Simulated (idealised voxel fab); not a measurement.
Documented hereafter: the process module known as voxel fin reveal.
Shown is cross-section cut, with a width of 185 nm and square cells of size 5 nm.
We lay out every cross-section as a grid of square cells and spell it out in bands from the top down, where one band means one or more rows of cells. Top height, bottom height, nm. Materials left to right, width each, nm. Single material + "everywhere" = fills band edge to edge. "empty" = empty. Height reference: 0 = level under which incoming wafer is all one material. Lowest band: no bottom, runs on downward, e.g. "0..down". Width: "30 to 40" (first number = top row, second number = bottom row, same change from row to row of cells). Take "nothing was modified" at face value: in the step it is given for, the cross-section changed in none of its cells. If an empty space has no open way to the top and is at least 8 cells in size, "Encapsulated voids" lists it, written width x height at distance, where distance is measured from the left edge and every value is in nm. The remark found on a step's line after its settings is issued by the simulator itself and pertains to that step. If you see "overlay nm" on a step's line and that step has a mask, it's telling you how far right of where it was planned the mask ended up; a negative number means it went left instead.
## List of planned process steps
1) op RECEIVE | material Si
2) op CONFORMAL_DEP | material SiN | thk nm 5
3) op DIRECTIONAL_DEP | material aC | thk nm 15
4) op PATTERN | tone cover | mask id FINS | material resist | width nm 15 | pitch nm 45 | thk nm 35 | overlay nm -15
5) op DIRECTIONAL_ETCH | etch materials aC | depth nm 15
6) op STRIP | etch materials resist
7) op DIRECTIONAL_ETCH | etch materials SiN | depth nm 5
8) op DIRECTIONAL_ETCH | etch materials Si | depth nm 35
9) op STRIP | etch materials aC
10) op OXIDIZE | depth nm 5
11) op FILL_DEP | material SiO2 | thk nm 10
12) op CMP | height nm 5
13) op SELECTIVE_ETCH | etch materials SiO2 | depth nm 20
14) op STRIP | etch materials SiN
15) op CONFORMAL_DEP | material SiO2 | thk nm 5
Quick note for whoever runs this: the wafers start identical, but the overlay nm at step 4 isn't the same across them. The plan just shows what the first wafer had.
## Incoming state of the first of several wafers in cross-section: after step 1
0..down: Si everywhere
Encapsulated voids: none
## Module end state after final step 15: cross-section of the first of several wafers
5..0: empty 45 nm, SiO2 15 nm, empty 30 nm, SiO2 15 nm, empty 80 nm
0..-10: empty 45 nm, SiO2 5 nm, Si 5 nm, SiO2 5 nm, empty 30 nm, SiO2 5 nm, Si 5 nm, SiO2 5 nm, empty 80 nm
-10..-40: SiO2 50 nm, Si 5 nm, SiO2 40 nm, Si 5 nm, SiO2 85 nm
-40..down: Si everywhere
Encapsulated voids: none
## Last wafer, end of module, cross-section
5..0: empty 75 nm, SiO2 15 nm, empty 30 nm, SiO2 15 nm, empty 50 nm
0..-10: empty 75 nm, SiO2 5 nm, Si 5 nm, SiO2 5 nm, empty 30 nm, SiO2 5 nm, Si 5 nm, SiO2 5 nm, empty 50 nm
-10..-40: SiO2 80 nm, Si 5 nm, SiO2 40 nm, Si 5 nm, SiO2 55 nm
-40..down: Si everywhere
Encapsulated voids: none
## Below: a row per wafer. Contents at end of module: for every material, cells gained since receipt (+) or lost since receipt (-); then closed voids
overlay nm -15, -280 Si, +224 SiO2, Encapsulated voids: none
overlay nm -10, -280 Si, +224 SiO2, Encapsulated voids: none
overlay nm -5, -280 Si, +224 SiO2, Encapsulated voids: none
overlay nm 0, -280 Si, +224 SiO2, Encapsulated voids: none
overlay nm 5, -280 Si, +224 SiO2, Encapsulated voids: none
overlay nm 10, -280 Si, +224 SiO2, Encapsulated voids: none
overlay nm 15, -280 Si, +224 SiO2, Encapsulated voids: none
